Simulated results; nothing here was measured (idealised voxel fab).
Process module under the name voxel capacitor over wiring
Each square cell in cross-section cut measures 5 nm, and the section as a whole is 205 nm wide.
Format of a cross-section: grid, square cells. Given as bands. Order: top down. Band: one or more rows of cells.
What a band's entry tells you: where the top is and where the bottom is, as heights in nm, and after that what lies inside, material by material from left to right, each with its width in nm. Empty space is written as the word "blank", and a single material marked with the word "edge to edge" occupies the band from edge to edge.
For the purposes of this specification, 0 denotes the height below which the wafer in its as-received condition is composed wholly of one material, and the lowermost band, lacking a lower limit, extends downward without end, as expressed in "0 and below".
The width entry "30 to 40" should be interpreted row by row: the top row of cells in the band takes the first number, the bottom row takes the second number, and the change between adjacent rows is uniform throughout.
"remained unchanged" (step): cross-section cells unchanged, all of them.
Empty spaces counting at least 8 cells and having no open way to the top are listed in "Entrapped void list". The notation width x height at distance is used for each, the distance being from the left edge and all three values in nm.
Formally, on a step line, whatever follows the settings is a remark that the simulator itself makes on the step.
overlay nm, on a step with a mask: how far to the right of its planned place the mask lay; to the left if negative

So here's the lineup of process steps we planned
| 1 | RECEIVE,material Si |
| 2 | CONFORMAL_DEP,material SiO2,thk nm 15 |
| 3 | CONFORMAL_DEP,material SiCN,thk nm 5 |
| 4 | DIRECTIONAL_DEP,material lowk,thk nm 25 |
| 5 | PATTERN,tone open,mask id METAL_1,material resist,width nm 30,pitch nm 80,thk nm 15,overlay nm 0 |
| 6 | DIRECTIONAL_ETCH,etch materials lowk,depth nm 25 |
| 7 | DIRECTIONAL_ETCH,etch materials SiCN,depth nm 5 |
| 8 | STRIP,etch materials resist |
| 9 | CONFORMAL_DEP,material TiN,thk nm 5 |
| 10 | FILL_DEP,material Cu,thk nm 10 |
| 11 | CMP,height nm 45 |
| 12 | CONFORMAL_DEP,material SiCN,thk nm 5 |
| 13 | DIRECTIONAL_DEP,material SiO2,thk nm 15 |
| 14 | MASKED_ETCH,tone open,mask id PLUG_1,width nm 15,etch materials SiO2,depth nm 15,overlay nm 0 |
| 15 | MASKED_ETCH,tone open,mask id PLUG_1,width nm 15,etch materials SiCN,depth nm 5,overlay nm 0 |
| 16 | EPI,material Ru,thk nm 10 |
| 17 | EPI,material Ru,thk nm 10 |
| 18 | DIRECTIONAL_DEP,material TiN,thk nm 5 |
| 19 | DIRECTIONAL_DEP,material SiN,thk nm 5 |
| 20 | DIRECTIONAL_DEP,material TiN,thk nm 10 |
| 21 | DIRECTIONAL_DEP,material aC,thk nm 10 |
| 22 | PATTERN,tone cover,mask id UPPER_PLATE,material resist,width nm 55,thk nm 25,overlay nm 0 |
| 23 | DIRECTIONAL_ETCH,etch materials aC,depth nm 10 |
| 24 | STRIP,etch materials resist |
| 25 | DIRECTIONAL_ETCH,etch materials TiN,depth nm 10 |
| 26 | DIRECTIONAL_ETCH,etch materials SiN,depth nm 5 |
| 27 | STRIP,etch materials aC |
| 28 | PATTERN,tone cover,mask id LOWER_PLATE,material resist,width nm 65,thk nm 20,overlay nm 0 |
| 29 | DIRECTIONAL_ETCH,etch materials TiN,depth nm 5 |
| 30 | STRIP,etch materials resist |
| 31 | FILL_DEP,material SiO2,thk nm 15 |
| 32 | CMP,height nm 95 |
| 33 | PATTERN,tone open,mask id PLUG_2,material resist,width nm 15,thk nm 15,overlay nm 0 |
| 34 | DIRECTIONAL_ETCH,etch materials SiO2,depth nm 10 |
| 35 | STRIP,etch materials resist |
| 36 | CONFORMAL_DEP,material TiN,thk nm 5 |
| 37 | FILL_DEP,material Cu,thk nm 5 |
| 38 | CMP,height nm 95 |
| 39 | CONFORMAL_DEP,material SiN,thk nm 5 |

Cross-section of the incoming wafer, state after step 1
  0 and below  Si edge to edge
  Entrapped void list: none

First of two wafers, end-of-module section, run followed plan
  100 down to 95  SiN edge to edge
  95 down to 90  SiO2=70 | TiN=5 | Cu=5 | TiN=5 | SiO2=120
  90 down to 85  SiO2=70 | TiN=15 | SiO2=120
  85 down to 75  SiO2=60 | TiN=55 | SiO2=90
  75 down to 70  SiO2=60 | SiN=55 | SiO2=90
  70 down to 65  SiO2=55 | TiN=65 | SiO2=85
  65 down to 50  SiO2=60 | Ru=15 | SiO2=130
  50 down to 45  SiCN=60 | Ru=15 | SiCN=130
  45 down to 20  lowk=45 | TiN=5 | Cu=20 | TiN=5 | lowk=50 | TiN=5 | Cu=20 | TiN=5 | lowk=50
  20 down to 15  SiCN=45 | TiN=30 | SiCN=50 | TiN=30 | SiCN=50
  15 down to 0  SiO2 edge to edge
  0 and below  Si edge to edge
  Entrapped void list: none

Cross-section of the latter of the two wafers at module completion. It had an identical start and an identical plan to the former; in running it, one mistake was made
  100 down to 95  SiN edge to edge
  95 down to 90  SiO2=70 | TiN=5 | Cu=5 | TiN=5 | SiO2=120
  90 down to 85  SiO2=70 | TiN=15 | SiO2=120
  85 down to 75  SiO2=60 | TiN=55 | SiO2=90
  75 down to 70  SiO2=60 | SiN=55 | SiO2=90
  70 down to 65  SiO2=55 | TiN=65 | SiO2=85
  65 down to 50  SiO2=60 | Ru=15 | SiO2=130
  50 down to 45  SiCN=60 | Ru=15 | SiCN=130
  45 down to 25  lowk=45 | TiN=5 | Cu=20 | TiN=5 | lowk=50 | TiN=5 | Cu=20 | TiN=5 | lowk=50
  25 down to 20  lowk=45 | TiN=30 | lowk=50 | TiN=30 | lowk=50
  20 down to 5  SiO2 edge to edge
  5 down to 0  SiCN edge to edge
  0 and below  Si edge to edge
  Entrapped void list: none
The mistake made against the process plan was this: step 3 occupied the plan position of step 2, and the converse holds as well
Count the cells at the end and the second wafer has more or fewer of some materials than the first: -8 Cu | +12 SiCN | -4 TiN
